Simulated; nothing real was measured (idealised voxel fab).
Process module in this document: voxel fin reveal
Xsec cut, 250 nm wide, square cell size 5 nm.
The cross-sections in this document take the form of a grid made of square cells. They are written out as bands, in order from top to bottom. Each band consists of one or more rows of cells.
Band: top and bottom heights (nm) first, top before bottom; then materials from left to right, widths in nm. "all across" marks a sole material filling the band edge to edge. "air" denotes empty space.
Basically, 0 is our baseline, since under it the wafer straight out of the box is all one material. The bottom band has no lower end and keeps on going down, so it looks like "top 0, no bottom".
A width such as "30 to 40" changes by the same amount from each row of cells to the next, from the band's top row to its bottom row.
The cross-section has no changed cell in any step marked "no modifications".
The list in "Sealed cavities" covers empty spaces of 8 cells or more that cannot reach the top through any open way, and it gives each as width x height at distance; the distance is from the left edge, and width, height and distance are in nm.
If you see something after the settings on a step's line, that's the simulator's own remark about that step.
overlay nm: how far to the right of its planned place the mask lay on this masked step (negative: to the left).
### The steps planned for the process are as follows
1 RECEIVE | material Si
2 CONFORMAL_DEP | material SiN | thk nm 10
3 DIRECTIONAL_DEP | material aC | thk nm 10
4 PATTERN | tone cover | mask id FINS | material resist | width nm 15 | pitch nm 40 | thk nm 25 | overlay nm -15
5 DIRECTIONAL_ETCH | etch materials aC | depth nm 10
6 STRIP | etch materials resist
7 DIRECTIONAL_ETCH | etch materials SiN | depth nm 10
8 DIRECTIONAL_ETCH | etch materials Si | depth nm 40
9 STRIP | etch materials aC
10 OXIDIZE | depth nm 5
11 FILL_DEP | material SiO2 | thk nm 15
12 CMP | height nm 10
13 SELECTIVE_ETCH | etch materials SiO2 | depth nm 20
14 STRIP | etch materials SiN
The plan shows the overlay nm of step 4 as the first wafer had it; this setting differs between the wafers, which start out alike.
### first wafer as received, after step 1
* top 0, no bottom  Si all across
* Sealed cavities: none
### Wafer cross-section (first of several) - module end, post step 14 (last step)
* top 0, bottom -10  air=85, Si=5, air=35, Si=5, air=120
* top -10, bottom -45  SiO2=85, Si=5, SiO2=35, Si=5, SiO2=120
* top -45, no bottom  Si all across
* Sealed cavities: none
### Here's the last wafer cross-sectioned at the end of the module
* top 0, bottom -10  air=115, Si=5, air=35, Si=5, air=90
* top -10, bottom -45  SiO2=115, Si=5, SiO2=35, Si=5, SiO2=90
* top -45, no bottom  Si all across
* Sealed cavities: none
### each wafer at the end: cells of each material gained (+) or lost (-) since it was received, then its closed voids
overlay nm -15 | -432 Si | +336 SiO2 | Sealed cavities: none
overlay nm -10 | -432 Si | +336 SiO2 | Sealed cavities: none
overlay nm -5 | -432 Si | +336 SiO2 | Sealed cavities: none
overlay nm 0 | -432 Si | +336 SiO2 | Sealed cavities: none
overlay nm 5 | -432 Si | +336 SiO2 | Sealed cavities: none
overlay nm 10 | -432 Si | +336 SiO2 | Sealed cavities: none
overlay nm 15 | -432 Si | +336 SiO2 | Sealed cavities: none
